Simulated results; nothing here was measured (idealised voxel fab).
voxel self aligned contacts: a process module
Square cell edge 5 nm, section width 230 nm, ID cut.
Format of a cross-section: grid, square cells. Given as bands. Order: top down. Band: one or more rows of cells.
Basically the band line says how high the top is and how high the bottom is, in nm, and then what's in it from left to right, every material with its width in nm. Empty space shows up as "empty", and if a single material carries "all across" it runs the full band edge to edge.
Heads up on the height convention: 0 is the point under which the incoming wafer is all one material, and the lowest band has no bottom, it just keeps going down, like "z 0 and below".
A width such as "30..40" changes by the same amount from each row of cells to the next, from the band's top row to its bottom row.
"everything unchanged" for a step: no cell of the cross-section changed in that step.
Heads up: "Closed void list" only lists the empty pockets with no open path to the top that are 8 cells or more, and it writes them as width x height at distance, distance from the left edge, in nm.
It should be noted that, on the line of a given step, the content following the step's settings is a remark produced by the simulator itself with respect to that step.
The setting "overlay nm" may be written on the line of a step. When the step uses a mask, the value reports how far to the right of the planned place the mask lay, and a negative value reports that it lay to the left.

### List of planned process steps
1) RECEIVE,material Si
2) OXIDIZE,depth nm 5
3) DIRECTIONAL_DEP,material polySi,thk nm 25
4) DIRECTIONAL_DEP,material SiN,thk nm 20
5) PATTERN,tone cover,mask id GATE,material resist,width nm 35,pitch nm 70,thk nm 15,overlay nm 0
6) DIRECTIONAL_ETCH,etch materials SiN,depth nm 20
7) DIRECTIONAL_ETCH,etch materials polySi,depth nm 25
8) STRIP,etch materials resist
9) CONFORMAL_DEP,material SiN,thk nm 5
10) DIRECTIONAL_ETCH,etch materials SiN,depth nm 5
11) FILL_DEP,material SiO2,thk nm 15
12) CMP,height nm 50
13) MASKED_ETCH,tone open,mask id CONTACT,width nm 55,etch materials SiO2,depth nm 55,overlay nm -15
14) CONFORMAL_DEP,material TiN,thk nm 5
15) FILL_DEP,material Ru,thk nm 10
16) CMP,height nm 50
17) CONFORMAL_DEP,material SiCN,thk nm 5
Same starting wafers, different overlay nm at step 13. Plan value belongs to the first wafer.

### Received wafers, first of several: cross-section after step 1
- z 0 and below: Si all across
- Closed void list: none

### The first of several wafers, seen in cross-section after the module's last step, step 17
- z 55 to 50: SiCN all across
- z 50 to 45: SiO2 (70) | TiN (35) | Ru (15) | TiN (5) | SiO2 (105)
- z 45 to 25: SiO2 (55) | SiN (45) | TiN (5) | Ru (15) | TiN (5) | SiN (45) | SiO2 (60)
- z 25 to 0: SiO2 (55) | SiN (5) | polySi (35) | SiN (5) | TiN (5) | Ru (15) | TiN (5) | SiN (5) | polySi (35) | SiN (5) | SiO2 (60)
- z 0 to -5: SiO2 (100) | TiN (25) | SiO2 (105)
- z -5 and below: Si all across
- Closed void list: none

### Cross-sectional depiction of the last of several wafers upon completion of the module
- z 55 to 50: SiCN all across
- z 50 to 45: SiO2 (100) | TiN (5) | Ru (15) | TiN (35) | SiO2 (75)
- z 45 to 25: SiO2 (55) | SiN (45) | TiN (5) | Ru (15) | TiN (5) | SiN (45) | SiO2 (60)
- z 25 to 0: SiO2 (55) | SiN (5) | polySi (35) | SiN (5) | TiN (5) | Ru (15) | TiN (5) | SiN (5) | polySi (35) | SiN (5) | SiO2 (60)
- z 0 to -5: SiO2 (100) | TiN (25) | SiO2 (105)
- z -5 and below: Si all across
- Closed void list: none

### Here is how to read the rows: every wafer has a row, and it shows the wafer at the end of the module, giving for each material how many cells were gained (+) or lost (-) since the wafer was received, then listing its closed voids
overlay nm -15 | +30 Ru | -46 Si | +46 SiCN | +92 SiN | +283 SiO2 | +31 TiN | +70 polySi | Closed void list: none
overlay nm -10 | +30 Ru | -46 Si | +46 SiCN | +92 SiN | +283 SiO2 | +31 TiN | +70 polySi | Closed void list: none
overlay nm -5 | +30 Ru | -46 Si | +46 SiCN | +92 SiN | +283 SiO2 | +31 TiN | +70 polySi | Closed void list: none
overlay nm 0 | +30 Ru | -46 Si | +46 SiCN | +92 SiN | +283 SiO2 | +31 TiN | +70 polySi | Closed void list: none
overlay nm 5 | +30 Ru | -46 Si | +46 SiCN | +92 SiN | +283 SiO2 | +31 TiN | +70 polySi | Closed void list: none
overlay nm 10 | +30 Ru | -46 Si | +46 SiCN | +92 SiN | +283 SiO2 | +31 TiN | +70 polySi | Closed void list: none
overlay nm 15 | +30 Ru | -46 Si | +46 SiCN | +92 SiN | +283 SiO2 | +31 TiN | +70 polySi | Closed void list: none
